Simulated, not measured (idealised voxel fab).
process module | voxel self aligned contacts
cross-section cut | 215 nm wide | cells 5 nm
A cross-section is a grid of square cells, given in bands from the top down. A band is one or more rows of cells.
Each band's line starts with the height of the band's top and of its bottom, in nm. Then come its materials from left to right, each with its width in nm. One material with "throughout" fills the band from edge to edge. "air" is empty space.
Height 0 is the level under which the wafer as received is all one material. The lowest band goes on downwards, as in "0 down".
A width such as "30 to 40" changes by the same amount from each row of cells to the next, from the band's top row to its bottom row.
"no change" after a step means that no cell of the cross-section changed.
closed voids: empty space of 8 cells or more with no open way to the top, each as width x height at its distance from the left edge, in nm
after a step's settings: what the simulator itself notes on the step
overlay nm, on a step with a mask: how far to the right of its planned place the mask lay; to the left if negative
plan
1 op RECEIVE | material Si
2 op OXIDIZE | depth nm 5
3 op DIRECTIONAL_DEP | material polySi | thk nm 20
4 op DIRECTIONAL_DEP | material SiN | thk nm 15
5 op DIRECTIONAL_DEP | material aC | thk nm 15
6 op PATTERN | tone cover | mask id GATE | material resist | width nm 30 | pitch nm 65 | thk nm 30 | overlay nm 0
7 op DIRECTIONAL_ETCH | etch materials aC | depth nm 15
8 op STRIP | etch materials resist
9 op DIRECTIONAL_ETCH | etch materials SiN | depth nm 15
10 op DIRECTIONAL_ETCH | etch materials polySi | depth nm 20
11 op STRIP | etch materials aC
12 op CONFORMAL_DEP | material SiN | thk nm 5
13 op DIRECTIONAL_ETCH | etch materials SiN | depth nm 5
14 op FILL_DEP | material SiO2 | thk nm 15
15 op CMP | height nm 45
16 op DIRECTIONAL_DEP | material aC | thk nm 10
17 op PATTERN | tone open | mask id CONTACT | material resist | width nm 45 | pitch nm 65 | thk nm 25 | overlay nm 0
18 op DIRECTIONAL_ETCH | etch materials aC | depth nm 10
19 op STRIP | etch materials resist
20 op DIRECTIONAL_ETCH | etch materials SiO2 | depth nm 50
21 op STRIP | etch materials aC
22 op CONFORMAL_DEP | material TiN | thk nm 5
23 op FILL_DEP | material W | thk nm 5
24 op CMP | height nm 45
25 op CONFORMAL_DEP | material SiN | thk nm 5
as received, after step 1
  0 down: Si throughout
  closed voids: none
a wafer at the end: this start, this plan, one mistake
  50 to 45: SiN throughout
  45 to 35: SiO2 50 | TiN 5 to 15 | W 35 to 15 | TiN 5 to 15 | SiO2 20 | TiN 5 to 15 | W 35 to 15 | TiN 5 to 15 | SiO2 55
  35 to 20: SiO2 20 | SiN 40 | TiN 5 | W 15 | TiN 5 | SiN 40 | TiN 5 | W 15 | TiN 5 | SiN 40 | SiO2 25
  20 to 5: SiO2 20 | SiN 5 | polySi 30 | SiN 5 | TiN 5 | W 15 | TiN 5 | SiN 5 | polySi 30 | SiN 5 | TiN 5 | W 15 | TiN 5 | SiN 5 | polySi 30 | SiN 5 | SiO2 25
  5 to 0: SiO2 20 | SiN 5 | polySi 30 | SiN 5 | TiN 25 | SiN 5 | polySi 30 | SiN 5 | TiN 25 | SiN 5 | polySi 30 | SiN 5 | SiO2 25
  0 down: Si throughout
  closed voids: none
what went wrong: step 2 was left out
